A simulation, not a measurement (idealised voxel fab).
Presented below is a process module, voxel self aligned vias.
Square cell edge 5 nm, section width 205 nm, ID cut.
Cross-section = grid of square cells, listed top down in bands; band = one or more rows.
Heads up on the band format: heights come first, top then bottom, in nm. After that it's the materials left to right, each with its width in nm. A single material flagged "everywhere" fills the whole band edge to edge, and "air" means there's empty space there.
Heights are reckoned from 0. Under this level, the received wafer is all of one material. The bottommost band is open-ended downward, for example "0 down".
Quick explanation for "30 to 40": the width changes in equal steps down the rows of cells, from the first number in the band's top row to the second number in its bottom row.
You'll sometimes find "all unchanged" written for a step, and that's the way of saying that nowhere in the cross-section did a cell change during that step.
Closed empty spaces (no open way to the top) of 8 cells or more are what "Closed cavities" lists, each as width x height at distance from the left edge, nm for all three.
after a step's settings: what the simulator itself notes on the step
If you see "overlay nm" on a step's line and that step has a mask, it's telling you how far right of where it was planned the mask ended up; a negative number means it went left instead.

Intended process steps
1 RECEIVE, material Si
2 CONFORMAL_DEP, material SiO2, thk nm 10
3 CONFORMAL_DEP, material SiCN, thk nm 5
4 DIRECTIONAL_DEP, material lowk, thk nm 30
5 DIRECTIONAL_DEP, material aC, thk nm 10
6 PATTERN, tone open, mask id LINES, material resist, width nm 25, pitch nm 60, thk nm 25, overlay nm 0
7 DIRECTIONAL_ETCH, etch materials aC, depth nm 10
8 STRIP, etch materials resist
9 DIRECTIONAL_ETCH, etch materials lowk, depth nm 30
10 STRIP, etch materials aC
11 CONFORMAL_DEP, material TiN, thk nm 5
12 FILL_DEP, material W, thk nm 5
13 CMP, height nm 45
14 SELECTIVE_ETCH, etch materials W Ru TiN, depth nm 10
15 FILL_DEP, material SiN, thk nm 10
16 CMP, height nm 45
17 DIRECTIONAL_DEP, material lowk, thk nm 15
18 PATTERN, tone open, mask id VIAS, material resist, width nm 45, pitch nm 60, thk nm 15, overlay nm 0
19 DIRECTIONAL_ETCH, etch materials lowk, depth nm 15
20 DIRECTIONAL_ETCH, etch materials SiN, depth nm 10
21 STRIP, etch materials resist
22 CONFORMAL_DEP, material TiN, thk nm 5
23 FILL_DEP, material Ru, thk nm 10
24 CMP, height nm 60
25 CONFORMAL_DEP, material SiN, thk nm 5

Wafer as received: cross-section following step 1
  0 down  Si everywhere
  Closed cavities: none

Cross-sectional image of the first of two wafers at the end of the module, the run having proceeded as planned
  65 to 60  SiN everywhere
  60 to 50  50 of lowk | 5 of TiN | 35 of Ru | 5 of TiN | 15 of lowk | 5 of TiN | 35 of Ru | 5 of TiN | 50 of lowk
  50 to 40  50 to 60 of lowk | 15 to 5 of TiN | 15 of Ru | 15 to 5 of TiN | 15 to 35 of lowk | 15 to 5 of TiN | 15 of Ru | 15 to 5 of TiN | 50 to 60 of lowk
  40 to 35  60 of lowk | 25 of TiN | 35 of lowk | 25 of TiN | 60 of lowk
  35 to 20  60 of lowk | 5 of TiN | 15 of W | 5 of TiN | 35 of lowk | 5 of TiN | 15 of W | 5 of TiN | 60 of lowk
  20 to 15  60 of lowk | 25 of TiN | 35 of lowk | 25 of TiN | 60 of lowk
  15 to 10  SiCN everywhere
  10 to 0  SiO2 everywhere
  0 down  Si everywhere
  Closed cavities: none

Cross-section, second wafer: same start as the first, same plan as the first, one mistake in running it; taken at the end of the module
  80 to 75  SiN everywhere
  75 to 65  Ru everywhere
  65 to 60  55 of TiN | 35 of Ru | 25 of TiN | 35 of Ru | 55 of TiN
  60 to 50  50 of lowk | 5 of TiN | 35 of Ru | 5 of TiN | 15 of lowk | 5 of TiN | 35 of Ru | 5 of TiN | 50 of lowk
  50 to 40  50 to 60 of lowk | 15 to 5 of TiN | 15 of Ru | 15 to 5 of TiN | 15 to 35 of lowk | 15 to 5 of TiN | 15 of Ru | 15 to 5 of TiN | 50 to 60 of lowk
  40 to 35  60 of lowk | 25 of TiN | 35 of lowk | 25 of TiN | 60 of lowk
  35 to 20  60 of lowk | 5 of TiN | 15 of W | 5 of TiN | 35 of lowk | 5 of TiN | 15 of W | 5 of TiN | 60 of lowk
  20 to 15  60 of lowk | 25 of TiN | 35 of lowk | 25 of TiN | 60 of lowk
  15 to 10  SiCN everywhere
  10 to 0  SiO2 everywhere
  0 down  Si everywhere
  Closed cavities: none
What broke from the plan during processing? plan step 24 never ran because it was skipped
Final wafer comparison in cells, second versus first, more or fewer per material: +96 Ru, +27 TiN
